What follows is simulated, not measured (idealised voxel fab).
Proc. module: voxel wiring stack
Square cells of 5 nm make up the cross-section cut, whose width is 280 nm.
We lay out every cross-section as a grid of square cells and spell it out in bands from the top down, where one band means one or more rows of cells. It is stipulated that each band's entry specify, in nanometres, the height of the top of the band and then that of its bottom, followed by the materials of the band in left-to-right sequence, each together with its width in nanometres. A single material marked by the word "everywhere" is understood to fill the band from edge to edge; the word "blank" is understood to denote empty space. Ref level 0: as-received wafer is one material below here. Bottom band extends down with no lower bound ("top 0, no bottom"). Width spec "30 to 40" -> top row of cells at first value, bottom row at second value, equal per-row change in between. Step note "remains unaltered" = no cross-section cell changed. Any empty space of 8 cells or more lacking an open way to the top shows up in "Enclosed internal cavities" as width x height at distance, distance from the left edge, in nm. Text after the settings on a step's line: the simulator's own remark on that step. If you see "overlay nm" on a step's line and that step has a mask, it's telling you how far right of where it was planned the mask ended up; a negative number means it went left instead. Each pair of cross-sections that follows straddles one process step: the one shows the state before the step, the other the state after it, down to the lowest band that changed and no further. The step in question, and its settings, are given under the pair. Note that a pair is not necessarily a continuation of the pair above it, since pairs can come from different runs of this module on the same starting wafer; it is a continuation only where its entry headed "Preceding state" says so.
Preceding state
	top 70, bottom 60 = Ru: 105; TiN: 5; SiO2: 20; TiN: 5; Ru: 10; TiN: 5; SiO2: 20; TiN: 5; Ru: 105
	top 60, bottom 55 = TiN: 110; SiO2: 20; TiN: 20; SiO2: 20; TiN: 110
	top 55, bottom 50 = SiCN everywhere
	top 50, bottom 40 = lowk: 110; TiN: 5; Ru: 5; TiN: 5; lowk: 155
	top 40, bottom 35 = SiCN: 110; TiN: 15; SiCN: 155
	top 35, bottom 15 = SiO2: 110; Ru: 20; SiO2: 20; Ru: 20; SiO2: 110
	top 15, bottom 10 = SiO2: 110; TiN: 20; SiO2: 20; TiN: 20; SiO2: 110
	top 10, bottom 0 = SiO2 everywhere
	top 0, no bottom = Si everywhere
	Enclosed internal cavities: none
Step Outcome
	top 75, bottom 70 = Ru: 115; blank: 10; Ru: 30; blank: 10; Ru: 115
	Heights below 70 show no change.
	Enclosed internal cavities: none
Step lying between the two cross-sections just above: EPI: material Ru, thk nm 5
Preceding state: after-step cross-section of the pair just above applies.
Step Outcome
	top 80, bottom 75 = SiCN everywhere
	top 75, bottom 70 = Ru: 115; SiCN: 10; Ru: 30; SiCN: 10; Ru: 115
	Heights below 70 show no change.
	Enclosed internal cavities: none
Step lying between the two cross-sections just above: FILL_DEP: material SiCN, thk nm 5
